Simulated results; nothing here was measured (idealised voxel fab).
The following process module bears the name voxel self aligned vias.
Section shown: cut. Width: 270 nm. Cell size: 5 nm, square.
When this document writes out a cross-section, it uses a grid of square cells and lists it as bands, beginning at the top and moving down, with a band standing for one or more rows of cells. Band entry format. Leading values: height of top, height of bottom, nm. Remainder: materials in left-to-right order, each with its width in nm. Special words: "throughout" on a single material, which then fills the band edge to edge; "empty", empty space. Height is counted from the level 0, under which the received wafer is composed throughout of one material. The lowest of the bands is not closed at the bottom but continues downward, in the notation "0 nm and below". Think of "30 to 40" as a width that walks from the first number to the second as you go down the band, top row to bottom row, taking equal-sized steps from row to row. Reading "nothing was modified" for a step: not a cell of the cross-section changed in it. In the "Closed internal cavities" entry, you get each enclosed empty space of 8 cells or more, one with no open way to the top, written width x height at distance, distance from the left edge, in nm. Heads up: the bit after the settings on a step's line is the simulator's remark on that step. "overlay nm" denotes, for a step that has a mask, the displacement of the mask to the right of its planned place, with negative values corresponding to the left.

This section lists the process steps that were planned
1) RECEIVE | material Si
2) CONFORMAL_DEP | material SiO2 | thk nm 15
3) CONFORMAL_DEP | material SiCN | thk nm 5
4) DIRECTIONAL_DEP | material lowk | thk nm 30
5) DIRECTIONAL_DEP | material aC | thk nm 10
6) PATTERN | tone open | mask id LINES | material resist | width nm 20 | pitch nm 50 | thk nm 30 | overlay nm 0
7) DIRECTIONAL_ETCH | etch materials aC | depth nm 10
8) STRIP | etch materials resist
9) DIRECTIONAL_ETCH | etch materials lowk | depth nm 30
10) STRIP | etch materials aC
11) CONFORMAL_DEP | material TiN | thk nm 5
12) FILL_DEP | material Ru | thk nm 10
13) CMP | height nm 50
14) SELECTIVE_ETCH | etch materials W Ru TiN | depth nm 10
15) FILL_DEP | material SiN | thk nm 5
16) CMP | height nm 50
17) DIRECTIONAL_DEP | material lowk | thk nm 20
18) DIRECTIONAL_DEP | material aC | thk nm 15
19) PATTERN | tone open | mask id VIAS | material resist | width nm 30 | pitch nm 50 | thk nm 35 | overlay nm 0
20) DIRECTIONAL_ETCH | etch materials aC | depth nm 15
21) STRIP | etch materials resist
22) DIRECTIONAL_ETCH | etch materials lowk | depth nm 20
23) DIRECTIONAL_ETCH | etch materials SiN | depth nm 10
24) STRIP | etch materials aC
25) CONFORMAL_DEP | material TiN | thk nm 5
26) FILL_DEP | material W | thk nm 10
27) CMP | height nm 70
28) CONFORMAL_DEP | material SiN | thk nm 5

First out of two wafers; run went to plan

Cross-section of the wafer upon arrival, representing the state reached after step 1
	0 nm and below  Si throughout
	Closed internal cavities: none

Wafer xsec, post step 2
	15 nm to 0 nm  SiO2 throughout
	Under the height 0 nothing was changed.

Wafer xsec, post step 3
	20 nm to 15 nm  SiCN throughout
	Under the height 15 nothing was changed.

Wafer xsec, post step 4
	50 nm to 20 nm  lowk throughout
	Under the height 20 nothing was changed.

Wafer xsec, post step 5
	60 nm to 50 nm  aC throughout
	Under the height 50 nothing was changed.

Wafer xsec, post step 6
	90 nm to 60 nm  100 nm resist | 20 nm empty | 30 nm resist | 20 nm empty | 100 nm resist
	Under the height 60 nothing was changed.

Wafer xsec, post step 7
	80 nm to 60 nm  100 nm resist | 20 nm empty | 30 nm resist | 20 nm empty | 100 nm resist
	60 nm to 50 nm  100 nm aC | 20 nm empty | 30 nm aC | 20 nm empty | 100 nm aC
	Under the height 50 nothing was changed.

Wafer xsec, post step 8
	60 nm to 50 nm  100 nm aC | 20 nm empty | 30 nm aC | 20 nm empty | 100 nm aC
	Under the height 50 nothing was changed.

Wafer xsec, post step 9
	60 nm to 50 nm  100 nm aC | 20 nm empty | 30 nm aC | 20 nm empty | 100 nm aC
	50 nm to 20 nm  100 nm lowk | 20 nm empty | 30 nm lowk | 20 nm empty | 100 nm lowk
	Under the height 20 nothing was changed.

Wafer xsec, post step 10
	50 nm to 20 nm  100 nm lowk | 20 nm empty | 30 nm lowk | 20 nm empty | 100 nm lowk
	Under the height 20 nothing was changed.

Wafer xsec, post step 11
	55 nm to 50 nm  105 nm TiN | 10 nm empty | 40 nm TiN | 10 nm empty | 105 nm TiN
	50 nm to 25 nm  100 nm lowk | 5 nm TiN | 10 nm empty | 5 nm TiN | 30 nm lowk | 5 nm TiN | 10 nm empty | 5 nm TiN | 100 nm lowk
	25 nm to 20 nm  100 nm lowk | 20 nm TiN | 30 nm lowk | 20 nm TiN | 100 nm lowk
	Under the height 20 nothing was changed.

Wafer xsec, post step 12
	65 nm to 55 nm  Ru throughout
	55 nm to 50 nm  105 nm TiN | 10 nm Ru | 40 nm TiN | 10 nm Ru | 105 nm TiN
	50 nm to 25 nm  100 nm lowk | 5 nm TiN | 10 nm Ru | 5 nm TiN | 30 nm lowk | 5 nm TiN | 10 nm Ru | 5 nm TiN | 100 nm lowk
	Under the height 25 nothing was changed.

Wafer xsec, post step 13
	50 nm to 25 nm  100 nm lowk | 5 nm TiN | 10 nm Ru | 5 nm TiN | 30 nm lowk | 5 nm TiN | 10 nm Ru | 5 nm TiN | 100 nm lowk
	Under the height 25 nothing was changed.

Wafer xsec, post step 14
	50 nm to 40 nm  100 nm lowk | 20 nm empty | 30 nm lowk | 20 nm empty | 100 nm lowk
	Under the height 40 nothing was changed.

Wafer xsec, post step 15
	55 nm to 50 nm  SiN throughout
	50 nm to 40 nm  100 nm lowk | 20 nm SiN | 30 nm lowk | 20 nm SiN | 100 nm lowk
	Under the height 40 nothing was changed.

Wafer xsec, post step 16
	50 nm to 40 nm  100 nm lowk | 20 nm SiN | 30 nm lowk | 20 nm SiN | 100 nm lowk
	Under the height 40 nothing was changed.

Wafer xsec, post step 17
	70 nm to 50 nm  lowk throughout
	Under the height 50 nothing was changed.

Wafer xsec, post step 18
	85 nm to 70 nm  aC throughout
	Under the height 70 nothing was changed.

Wafer xsec, post step 19
	120 nm to 85 nm  95 nm resist | 30 nm empty | 20 nm resist | 30 nm empty | 95 nm resist
	Under the height 85 nothing was changed.

Wafer xsec, post step 20
	105 nm to 85 nm  95 nm resist | 30 nm empty | 20 nm resist | 30 nm empty | 95 nm resist
	85 nm to 70 nm  95 nm aC | 30 nm empty | 20 nm aC | 30 nm empty | 95 nm aC
	Under the height 70 nothing was changed.

Wafer xsec, post step 21
	85 nm to 70 nm  95 nm aC | 30 nm empty | 20 nm aC | 30 nm empty | 95 nm aC
	Under the height 70 nothing was changed.

Wafer xsec, post step 22
	85 nm to 70 nm  95 nm aC | 30 nm empty | 20 nm aC | 30 nm empty | 95 nm aC
	70 nm to 50 nm  95 nm lowk | 30 nm empty | 20 nm lowk | 30 nm empty | 95 nm lowk
	Under the height 50 nothing was changed.

Wafer xsec, post step 23
	85 nm to 70 nm  95 nm aC | 30 nm empty | 20 nm aC | 30 nm empty | 95 nm aC
	70 nm to 50 nm  95 nm lowk | 30 nm empty | 20 nm lowk | 30 nm empty | 95 nm lowk
	50 nm to 40 nm  100 nm lowk | 20 nm empty | 30 nm lowk | 20 nm empty | 100 nm lowk
	Under the height 40 nothing was changed.

Wafer xsec, post step 24
	70 nm to 50 nm  95 nm lowk | 30 nm empty | 20 nm lowk | 30 nm empty | 95 nm lowk
	Under the height 50 nothing was changed.

Wafer xsec, post step 25
	75 nm to 70 nm  100 nm TiN | 20 nm empty | 30 nm TiN | 20 nm empty | 100 nm TiN
	70 nm to 55 nm  95 nm lowk | 5 nm TiN | 20 nm empty | 5 nm TiN | 20 nm lowk | 5 nm TiN | 20 nm empty | 5 nm TiN | 95 nm lowk
	55 nm to 45 nm  95 to 100 nm lowk | 10 to 5 nm TiN | 10 nm empty | 10 to 5 nm TiN | 20 to 30 nm lowk | 10 to 5 nm TiN | 10 nm empty | 10 to 5 nm TiN | 95 to 100 nm lowk
	45 nm to 40 nm  100 nm lowk | 20 nm TiN | 30 nm lowk | 20 nm TiN | 100 nm lowk
	Under the height 40 nothing was changed.

Wafer xsec, post step 26
	85 nm to 75 nm  W throughout
	75 nm to 70 nm  100 nm TiN | 20 nm W | 30 nm TiN | 20 nm W | 100 nm TiN
	70 nm to 55 nm  95 nm lowk | 5 nm TiN | 20 nm W | 5 nm TiN | 20 nm lowk | 5 nm TiN | 20 nm W | 5 nm TiN | 95 nm lowk
	55 nm to 45 nm  95 to 100 nm lowk | 10 to 5 nm TiN | 10 nm W | 10 to 5 nm TiN | 20 to 30 nm lowk | 10 to 5 nm TiN | 10 nm W | 10 to 5 nm TiN | 95 to 100 nm lowk
	Under the height 45 nothing was changed.

Wafer xsec, post step 27
	70 nm to 55 nm  95 nm lowk | 5 nm TiN | 20 nm W | 5 nm TiN | 20 nm lowk | 5 nm TiN | 20 nm W | 5 nm TiN | 95 nm lowk
	Under the height 55 nothing was changed.

Wafer xsec, post step 28
	75 nm to 70 nm  SiN throughout
	Under the height 70 nothing was changed.

It is to be noted that the second wafer proceeded from the same initial state and according to the same plan as the first, although one mistake was committed in its execution; through step 1, inclusive, the two wafers share an identical history

Second wafer, sectioned view, at step 2's planned end time
	5 nm to 0 nm  SiCN throughout
	Under the height 0 nothing was changed.

Second wafer, sectioned view, at step 3's planned end time
	20 nm to 5 nm  SiO2 throughout
	Under the height 5 nothing was changed.

Second wafer, sectioned view, at step 4's planned end time
	50 nm to 20 nm  lowk throughout
	Under the height 20 nothing was changed.

Second wafer, sectioned view, at step 5's planned end time
	60 nm to 50 nm  aC throughout
	Under the height 50 nothing was changed.

Second wafer, sectioned view, at step 6's planned end time
	90 nm to 60 nm  100 nm resist | 20 nm empty | 30 nm resist | 20 nm empty | 100 nm resist
	Under the height 60 nothing was changed.

Second wafer, sectioned view, at step 7's planned end time
	80 nm to 60 nm  100 nm resist | 20 nm empty | 30 nm resist | 20 nm empty | 100 nm resist
	60 nm to 50 nm  100 nm aC | 20 nm empty | 30 nm aC | 20 nm empty | 100 nm aC
	Under the height 50 nothing was changed.

Second wafer, sectioned view, at step 8's planned end time
	60 nm to 50 nm  100 nm aC | 20 nm empty | 30 nm aC | 20 nm empty | 100 nm aC
	Under the height 50 nothing was changed.

Second wafer, sectioned view, at step 9's planned end time
	60 nm to 50 nm  100 nm aC | 20 nm empty | 30 nm aC | 20 nm empty | 100 nm aC
	50 nm to 20 nm  100 nm lowk | 20 nm empty | 30 nm lowk | 20 nm empty | 100 nm lowk
	Under the height 20 nothing was changed.

Second wafer, sectioned view, at step 10's planned end time
	50 nm to 20 nm  100 nm lowk | 20 nm empty | 30 nm lowk | 20 nm empty | 100 nm lowk
	Under the height 20 nothing was changed.

Second wafer, sectioned view, at step 11's planned end time
	55 nm to 50 nm  105 nm TiN | 10 nm empty | 40 nm TiN | 10 nm empty | 105 nm TiN
	50 nm to 25 nm  100 nm lowk | 5 nm TiN | 10 nm empty | 5 nm TiN | 30 nm lowk | 5 nm TiN | 10 nm empty | 5 nm TiN | 100 nm lowk
	25 nm to 20 nm  100 nm lowk | 20 nm TiN | 30 nm lowk | 20 nm TiN | 100 nm lowk
	Under the height 20 nothing was changed.

Second wafer, sectioned view, at step 12's planned end time
	65 nm to 55 nm  Ru throughout
	55 nm to 50 nm  105 nm TiN | 10 nm Ru | 40 nm TiN | 10 nm Ru | 105 nm TiN
	50 nm to 25 nm  100 nm lowk | 5 nm TiN | 10 nm Ru | 5 nm TiN | 30 nm lowk | 5 nm TiN | 10 nm Ru | 5 nm TiN | 100 nm lowk
	Under the height 25 nothing was changed.

Second wafer, sectioned view, at step 13's planned end time
	50 nm to 25 nm  100 nm lowk | 5 nm TiN | 10 nm Ru | 5 nm TiN | 30 nm lowk | 5 nm TiN | 10 nm Ru | 5 nm TiN | 100 nm lowk
	Under the height 25 nothing was changed.

Second wafer, sectioned view, at step 14's planned end time
	50 nm to 40 nm  100 nm lowk | 20 nm empty | 30 nm lowk | 20 nm empty | 100 nm lowk
	Under the height 40 nothing was changed.

Second wafer, sectioned view, at step 15's planned end time
	55 nm to 50 nm  SiN throughout
	50 nm to 40 nm  100 nm lowk | 20 nm SiN | 30 nm lowk | 20 nm SiN | 100 nm lowk
	Under the height 40 nothing was changed.

Second wafer, sectioned view, at step 16's planned end time
	50 nm to 40 nm  100 nm lowk | 20 nm SiN | 30 nm lowk | 20 nm SiN | 100 nm lowk
	Under the height 40 nothing was changed.

Second wafer, sectioned view, at step 17's planned end time
	70 nm to 50 nm  lowk throughout
	Under the height 50 nothing was changed.

Second wafer, sectioned view, at step 18's planned end time
	85 nm to 70 nm  aC throughout
	Under the height 70 nothing was changed.

Second wafer, sectioned view, at step 19's planned end time
	120 nm to 85 nm  95 nm resist | 30 nm empty | 20 nm resist | 30 nm empty | 95 nm resist
	Under the height 85 nothing was changed.

Second wafer, sectioned view, at step 20's planned end time
	105 nm to 85 nm  95 nm resist | 30 nm empty | 20 nm resist | 30 nm empty | 95 nm resist
	85 nm to 70 nm  95 nm aC | 30 nm empty | 20 nm aC | 30 nm empty | 95 nm aC
	Under the height 70 nothing was changed.

Second wafer, sectioned view, at step 21's planned end time
	85 nm to 70 nm  95 nm aC | 30 nm empty | 20 nm aC | 30 nm empty | 95 nm aC
	Under the height 70 nothing was changed.

Second wafer, sectioned view, at step 22's planned end time
	85 nm to 70 nm  95 nm aC | 30 nm empty | 20 nm aC | 30 nm empty | 95 nm aC
	70 nm to 50 nm  95 nm lowk | 30 nm empty | 20 nm lowk | 30 nm empty | 95 nm lowk
	Under the height 50 nothing was changed.

Second wafer, sectioned view, at step 23's planned end time
	85 nm to 70 nm  95 nm aC | 30 nm empty | 20 nm aC | 30 nm empty | 95 nm aC
	70 nm to 50 nm  95 nm lowk | 30 nm empty | 20 nm lowk | 30 nm empty | 95 nm lowk
	50 nm to 40 nm  100 nm lowk | 20 nm empty | 30 nm lowk | 20 nm empty | 100 nm lowk
	Under the height 40 nothing was changed.

Second wafer, sectioned view, at step 24's planned end time
	70 nm to 50 nm  95 nm lowk | 30 nm empty | 20 nm lowk | 30 nm empty | 95 nm lowk
	Under the height 50 nothing was changed.

Second wafer, sectioned view, at step 25's planned end time
	75 nm to 70 nm  100 nm TiN | 20 nm empty | 30 nm TiN | 20 nm empty | 100 nm TiN
	70 nm to 55 nm  95 nm lowk | 5 nm TiN | 20 nm empty | 5 nm TiN | 20 nm lowk | 5 nm TiN | 20 nm empty | 5 nm TiN | 95 nm lowk
	55 nm to 45 nm  95 to 100 nm lowk | 10 to 5 nm TiN | 10 nm empty | 10 to 5 nm TiN | 20 to 30 nm lowk | 10 to 5 nm TiN | 10 nm empty | 10 to 5 nm TiN | 95 to 100 nm lowk
	45 nm to 40 nm  100 nm lowk | 20 nm TiN | 30 nm lowk | 20 nm TiN | 100 nm lowk
	Under the height 40 nothing was changed.

Second wafer, sectioned view, at step 26's planned end time
	85 nm to 75 nm  W throughout
	75 nm to 70 nm  100 nm TiN | 20 nm W | 30 nm TiN | 20 nm W | 100 nm TiN
	70 nm to 55 nm  95 nm lowk | 5 nm TiN | 20 nm W | 5 nm TiN | 20 nm lowk | 5 nm TiN | 20 nm W | 5 nm TiN | 95 nm lowk
	55 nm to 45 nm  95 to 100 nm lowk | 10 to 5 nm TiN | 10 nm W | 10 to 5 nm TiN | 20 to 30 nm lowk | 10 to 5 nm TiN | 10 nm W | 10 to 5 nm TiN | 95 to 100 nm lowk
	Under the height 45 nothing was changed.

Second wafer, sectioned view, at step 27's planned end time
	70 nm to 55 nm  95 nm lowk | 5 nm TiN | 20 nm W | 5 nm TiN | 20 nm lowk | 5 nm TiN | 20 nm W | 5 nm TiN | 95 nm lowk
	Under the height 55 nothing was changed.

Second wafer, sectioned view, at step 28's planned end time
	75 nm to 70 nm  SiN throughout
	Under the height 70 nothing was changed.
Heads up, the wafer didn't run the way we planned it: the intended sequence of steps 2 and 3 was reversed during processing, with each occupying the position of the other
at the end the second wafer has, in cells: as many of each material as the first, in other places
